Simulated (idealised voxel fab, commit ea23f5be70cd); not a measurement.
This section sets out a process module, namely voxel wiring stack.
In the cross-section labelled cut, the width is 280 nm and each square cell is 5 nm.
Cross-section format: a grid of square cells, given as bands from top to bottom; each band is one or more rows of cells.
Basically the band line says how high the top is and how high the bottom is, in nm, and then what's in it from left to right, every material with its width in nm. Empty space shows up as "empty", and if a single material carries "edge to edge" it runs the full band edge to edge.
Height is counted from the level 0, under which the received wafer is composed throughout of one material. The lowest of the bands is not closed at the bottom but continues downward, in the notation "0 and below".
Graded width ("30..40"): value in top row of band = first number; value in bottom row = second number; row-to-row change constant.
When a step is marked "nothing got changed", none of the cells in the cross-section changed during that step.
Voids, sealed: empty space of 8 cells or more with no open way to the top, each as width x height at its distance from the left edge, in nm
Formally, on a step line, whatever follows the settings is a remark that the simulator itself makes on the step.
A step line may carry the setting "overlay nm", which, for steps involving a mask, states the distance by which the mask lay to the right of its intended position; negative values denote displacement to the left.
# Planned step list for the process
1,RECEIVE, material Si
2,CONFORMAL_DEP, material SiO2, thk nm 10
3,CONFORMAL_DEP, material SiN, thk nm 5
4,DIRECTIONAL_DEP, material lowk, thk nm 20
5,MASKED_ETCH, tone open, mask id METAL_1, width nm 20, pitch nm 50, etch materials lowk, depth nm 20, overlay nm 0
6,MASKED_ETCH, tone open, mask id METAL_1, width nm 20, pitch nm 50, etch materials SiN, depth nm 5, overlay nm 0
7,CONFORMAL_DEP, material TiN, thk nm 5
8,FILL_DEP, material W, thk nm 10
9,CMP, height nm 35
10,CONFORMAL_DEP, material SiCN, thk nm 5
11,DIRECTIONAL_DEP, material SiO2, thk nm 10
12,DIRECTIONAL_DEP, material aC, thk nm 15
13,PATTERN, tone open, mask id PLUG_1, material resist, width nm 15, pitch nm 50, thk nm 35, overlay nm 0
14,DIRECTIONAL_ETCH, etch materials aC, depth nm 15
15,STRIP, etch materials resist
16,DIRECTIONAL_ETCH, etch materials SiO2, depth nm 10
17,DIRECTIONAL_ETCH, etch materials SiCN, depth nm 5
18,STRIP, etch materials aC
19,EPI, material Ru, thk nm 10
20,EPI, material Ru, thk nm 5
21,DIRECTIONAL_DEP, material TiN, thk nm 5
22,DIRECTIONAL_DEP, material Ru, thk nm 25
23,DIRECTIONAL_DEP, material aC, thk nm 10
24,PATTERN, tone cover, mask id METAL_2, material resist, width nm 20, pitch nm 50, thk nm 25, overlay nm 0
25,DIRECTIONAL_ETCH, etch materials aC, depth nm 10
26,STRIP, etch materials resist
27,DIRECTIONAL_ETCH, etch materials Ru, depth nm 25
28,DIRECTIONAL_ETCH, etch materials TiN, depth nm 5
29,STRIP, etch materials aC
30,FILL_DEP, material lowk, thk nm 10
31,CMP, height nm 80
32,CONFORMAL_DEP, material SiN, thk nm 5
The wafers in this document start out alike and differ in the thk nm applied at step 10; the plan shows the value used for the first wafer.
# The first of several wafers, as received after step 1, seen in section
	0 and below = Si edge to edge
	Voids, sealed: none
# Tabulated below, wafer by wafer, are the end-of-module results: for each material, the number of cells gained (+) or lost (-) relative to the as-received state, followed by the closed voids
thk nm 5, +116 Ru, +44 SiCN, +96 SiN, +200 SiO2, +64 TiN, +32 W, +400 lowk, Voids, sealed: none
thk nm 10, +76 Ru, +100 SiCN, +96 SiN, +200 SiO2, +64 TiN, +32 W, +384 lowk, Voids, sealed: none
thk nm 15, +72 Ru, +156 SiCN, +96 SiN, +200 SiO2, +64 TiN, +32 W, +332 lowk, Voids, sealed: none
thk nm 20, +68 Ru, +212 SiCN, +96 SiN, +200 SiO2, +64 TiN, +32 W, +280 lowk, Voids, sealed: none
